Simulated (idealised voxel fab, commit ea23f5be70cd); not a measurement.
The following is a process module called voxel ribs on slabs.
Cross-section cut: width 295 nm, square cells of 5 nm.
Format of a cross-section: grid, square cells. Given as bands. Order: top down. Band: one or more rows of cells.
Per band: top height and bottom height in nm, followed by the left-to-right materials and their widths in nm; "throughout" marks a single material spanning edge to edge, "air" marks empty space.
We count height from 0. Below that, the starting wafer is all one material. The lowest band never ends at the bottom but goes on down; see "0 nm and below" for how that is written.
The notation "30->40" denotes a width that varies across the rows of cells in the band, beginning at the first number in the top row, finishing at the second number in the bottom row, and changing by an identical amount from each row to the next.
Step note "nothing got changed" = no cross-section cell changed.
"Sealed voids": empty spaces of 8 cells or more with no open way to the top, each given as width x height at distance, distance from the left edge, all in nm.
Post-settings text on a step line: simulator's own remark regarding the step.
Among the settings permitted on a step's line is "overlay nm"; applied to a step with a mask, it specifies the extent to which the mask lay to the right of its planned position, whereas a negative figure signifies a position to the left.
[So here's the lineup of process steps we planned]
1) RECEIVE,material Si
2) DIRECTIONAL_DEP,material SiO2,thk nm 25
3) DIRECTIONAL_DEP,material polySi,thk nm 15
4) PATTERN,tone cover,mask id RIB,material resist,width nm 30,thk nm 15,overlay nm 0
5) DIRECTIONAL_ETCH,etch materials polySi,depth nm 5
6) STRIP,etch materials resist
7) MASKED_ETCH,tone cover,mask id SLAB,width nm 60,etch materials polySi,depth nm 10,overlay nm 0
8) FILL_DEP,material SiO2,thk nm 20
9) CMP,height nm 55
10) DIRECTIONAL_DEP,material TiN,thk nm 5
11) MASKED_ETCH,tone cover,mask id HEATER,width nm 40,etch materials TiN,depth nm 5,overlay nm 0
12) CONFORMAL_DEP,material SiN,thk nm 5
[On the first of the two wafers: run conducted according to plan]
[Incoming wafer, cross-sectional view, post step 1]
	0 nm and below = Si throughout
	Sealed voids: none
[Wafer after step 2 (cross-section)]
	25 nm to 0 nm = SiO2 throughout
	Below a height of 0, the structure has not been altered.
[Wafer after step 3 (cross-section)]
	40 nm to 25 nm = polySi throughout
	Below a height of 25, the structure has not been altered.
[Wafer after step 4 (cross-section)]
	55 nm to 40 nm = air (130); resist (30); air (135)
	Below a height of 40, the structure has not been altered.
[Wafer after step 5 (cross-section)]
	55 nm to 40 nm = air (130); resist (30); air (135)
	40 nm to 35 nm = air (130); polySi (30); air (135)
	Below a height of 35, the structure has not been altered.
[Wafer after step 6 (cross-section)]
	40 nm to 35 nm = air (130); polySi (30); air (135)
	Below a height of 35, the structure has not been altered.
[Wafer after step 7 (cross-section)]
	40 nm to 35 nm = air (130); polySi (30); air (135)
	35 nm to 25 nm = air (115); polySi (60); air (120)
	Below a height of 25, the structure has not been altered.
[Wafer after step 8 (cross-section)]
	60 nm to 40 nm = SiO2 throughout
	40 nm to 35 nm = SiO2 (130); polySi (30); SiO2 (135)
	35 nm to 25 nm = SiO2 (115); polySi (60); SiO2 (120)
	Below a height of 25, the structure has not been altered.
[Wafer after step 9 (cross-section)]
	55 nm to 40 nm = SiO2 throughout
	Below a height of 40, the structure has not been altered.
[Wafer after step 10 (cross-section)]
	60 nm to 55 nm = TiN throughout
	Below a height of 55, the structure has not been altered.
[Wafer after step 11 (cross-section)]
	60 nm to 55 nm = air (125); TiN (40); air (130)
	Below a height of 55, the structure has not been altered.
[Wafer after step 12 (cross-section)]
	65 nm to 60 nm = air (120); SiN (50); air (125)
	60 nm to 55 nm = SiN (125); TiN (40); SiN (130)
	Below a height of 55, the structure has not been altered.
[For the second wafer, take the first wafer's start and plan, then add one mistake made in running it; everything through step 6, that step included, is shared with the first]
[Second wafer at the planned finish of step 7, seen in cross-section]
	40 nm to 35 nm = air (130); polySi (30); air (135)
	35 nm to 25 nm = air (120); polySi (55); air (120)
	Below a height of 25, the structure has not been altered.
[Second wafer at the planned finish of step 8, seen in cross-section]
	60 nm to 40 nm = SiO2 throughout
	40 nm to 35 nm = SiO2 (130); polySi (30); SiO2 (135)
	35 nm to 25 nm = SiO2 (120); polySi (55); SiO2 (120)
	Below a height of 25, the structure has not been altered.
[Second wafer at the planned finish of step 9, seen in cross-section]
	55 nm to 40 nm = SiO2 throughout
	Below a height of 40, the structure has not been altered.
[Second wafer at the planned finish of step 10, seen in cross-section]
	60 nm to 55 nm = TiN throughout
	Below a height of 55, the structure has not been altered.
[Second wafer at the planned finish of step 11, seen in cross-section]
	60 nm to 55 nm = air (125); TiN (40); air (130)
	Below a height of 55, the structure has not been altered.
[Second wafer at the planned finish of step 12, seen in cross-section]
	65 nm to 60 nm = air (120); SiN (50); air (125)
	60 nm to 55 nm = SiN (125); TiN (40); SiN (130)
	Below a height of 55, the structure has not been altered.
Error vs. plan: note that step 7 departed from the planned setting and was carried out as MASKED_ETCH,tone cover,mask id SLAB,width nm 55,etch materials polySi,depth nm 10,overlay nm 0
The second wafer ends with more or fewer cells of some materials than the first, per final count: SiO2: 2 more, polySi: 2 fewer
